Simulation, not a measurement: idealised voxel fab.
Proc. module: voxel transistor to metal
Cross-section cut spans 280 nm and uses square cells 5 nm in size.
Format of a cross-section: grid, square cells. Given as bands. Order: top down. Band: one or more rows of cells. What a band's entry tells you: where the top is and where the bottom is, as heights in nm, and after that what lies inside, material by material from left to right, each with its width in nm. Empty space is written as the word "empty", and a single material marked with the word "throughout" occupies the band from edge to edge. For the purposes of this specification, 0 denotes the height below which the wafer in its as-received condition is composed wholly of one material, and the lowermost band, lacking a lower limit, extends downward without end, as expressed in "0 and below". Per-row width for "30->40": begins at first number (top row of band), ends at second number (bottom row), increment between rows held constant. Any step labelled "no change occurred" changed none of the cells in the cross-section. "Closed void list" lists enclosed empty spaces (at least 8 cells, no open path upward to the top), each as width x height at distance from the left edge, in nm. Post-settings text on a step line: simulator's own remark regarding the step. Steps that use a mask can have "overlay nm" on their line. It says how far the mask sat to the right of where it was meant to be. Negative means to the left.

Intended process steps:
1. RECEIVE, material Si
2. OXIDIZE, depth nm 5
3. CONFORMAL_DEP, material SiN, thk nm 10
4. MASKED_ETCH, tone cover, mask id ACTIVE, width nm 110, pitch nm 135, etch materials SiN, depth nm 10, overlay nm 0
5. MASKED_ETCH, tone cover, mask id ACTIVE, width nm 110, pitch nm 135, etch materials SiO2, depth nm 5, overlay nm 0
6. MASKED_ETCH, tone cover, mask id ACTIVE, width nm 110, pitch nm 135, etch materials Si, depth nm 35, overlay nm 0
7. FILL_DEP, material SiO2, thk nm 10
8. CMP, height nm 10
9. SELECTIVE_ETCH, etch materials SiO2, depth nm 10
10. STRIP, etch materials SiN
11. SELECTIVE_ETCH, etch materials SiO2, depth nm 5
12. OXIDIZE, depth nm 5
13. DIRECTIONAL_DEP, material polySi, thk nm 20
14. DIRECTIONAL_DEP, material SiCN, thk nm 10
15. PATTERN, tone cover, mask id GATE, material resist, width nm 30, pitch nm 135, thk nm 15, overlay nm 0
16. DIRECTIONAL_ETCH, etch materials SiCN, depth nm 20
17. DIRECTIONAL_ETCH, etch materials polySi, depth nm 30
18. STRIP, etch materials resist
19. CONFORMAL_DEP, material SiN, thk nm 5
20. DIRECTIONAL_ETCH, etch materials SiN, depth nm 5
21. DIRECTIONAL_ETCH, etch materials SiO2, depth nm 5
22. DIRECTIONAL_ETCH, etch materials Si, depth nm 15
23. EPI, material SiGe, thk nm 15
24. FILL_DEP, material SiO2, thk nm 10
25. CMP, height nm 15
26. STRIP, etch materials polySi
27. SELECTIVE_ETCH, etch materials SiO2, depth nm 5
28. CONFORMAL_DEP, material HfO2, thk nm 5
29. CONFORMAL_DEP, material TiN, thk nm 5
30. FILL_DEP, material W, thk nm 5
31. CMP, height nm 10
32. DIRECTIONAL_DEP, material SiO2, thk nm 10
33. MASKED_ETCH, tone open, mask id CONTACT, width nm 20, etch materials SiO2, depth nm 30, overlay nm 0
34. CONFORMAL_DEP, material TiN, thk nm 5
35. FILL_DEP, material W, thk nm 5
36. CMP, height nm 20
37. DIRECTIONAL_DEP, material TiN, thk nm 5
38. DIRECTIONAL_DEP, material W, thk nm 20
39. PATTERN, tone cover, mask id METAL_1, material resist, width nm 20, thk nm 20, overlay nm 0
40. DIRECTIONAL_ETCH, etch materials W, depth nm 20
41. DIRECTIONAL_ETCH, etch materials TiN, depth nm 5
42. STRIP, etch materials resist
43. CONFORMAL_DEP, material SiCN, thk nm 5
44. FILL_DEP, material SiO2, thk nm 5
45. CMP, height nm 45
46. CONFORMAL_DEP, material SiN, thk nm 5

Cross-section of the wafer at receipt, which is the condition after step 1:
  0 and below: Si throughout
  Closed void list: none

Post-module cross-section: identical start and plan to those above, one misstep in execution:
  50 down to 45: SiN throughout
  45 down to 25: SiO2 (15) | SiCN (5) | W (20) | SiCN (5) | SiO2 (50) | SiCN (5) | W (20) | SiCN (5) | SiO2 (25) | SiCN (5) | W (20) | SiCN (5) | SiO2 (50) | SiCN (5) | W (20) | SiCN (5) | SiO2 (20)
  25 down to 20: SiCN (20) | TiN (20) | SiCN (60) | TiN (20) | SiCN (35) | TiN (20) | SiCN (60) | TiN (20) | SiCN (25)
  20 down to 10: SiO2 (20) | TiN (5) | W (10) | TiN (5) | SiO2 (60) | TiN (5) | W (10) | TiN (5) | SiO2 (35) | TiN (5) | W (10) | TiN (5) | SiO2 (60) | TiN (5) | W (10) | TiN (5) | SiO2 (25)
  10 down to 5: SiO2 (20) | TiN (5) | W (5) | TiN (10) | SiO2 (60) | TiN (10) | W (5) | TiN (5) | SiO2 (35) | TiN (5) | W (5) | TiN (10) | SiO2 (60) | TiN (10) | W (5) | TiN (5) | SiO2 (25)
  5 down to -5: SiO2 (20) | TiN (5) | W (5) | TiN (5) | SiGe (15) | SiN (5) | SiCN (30) | SiN (5) | SiGe (15) | TiN (5) | W (5) | TiN (5) | SiO2 (35) | TiN (5) | W (5) | TiN (5) | SiGe (15) | SiN (5) | SiCN (30) | SiN (5) | SiGe (15) | TiN (5) | W (5) | TiN (5) | SiO2 (25)
  -5 down to -10: SiO2 (20) | TiN (15) | SiGe (15) | SiO2 (40) | SiGe (15) | TiN (15) | SiO2 (35) | TiN (15) | SiGe (15) | SiO2 (40) | SiGe (15) | TiN (15) | SiO2 (25)
  -10 down to -25: SiO2 (15) | SiGe (35) | Si (40) | SiGe (35) | SiO2 (25) | SiGe (35) | Si (40) | SiGe (35) | SiO2 (20)
  -25 down to -40: SiO2 (15) | Si (110) | SiO2 (25) | Si (110) | SiO2 (20)
  -40 and below: Si throughout
  Closed void list: none
Diagnosis: step 13 of the plan never got run, it was skipped over
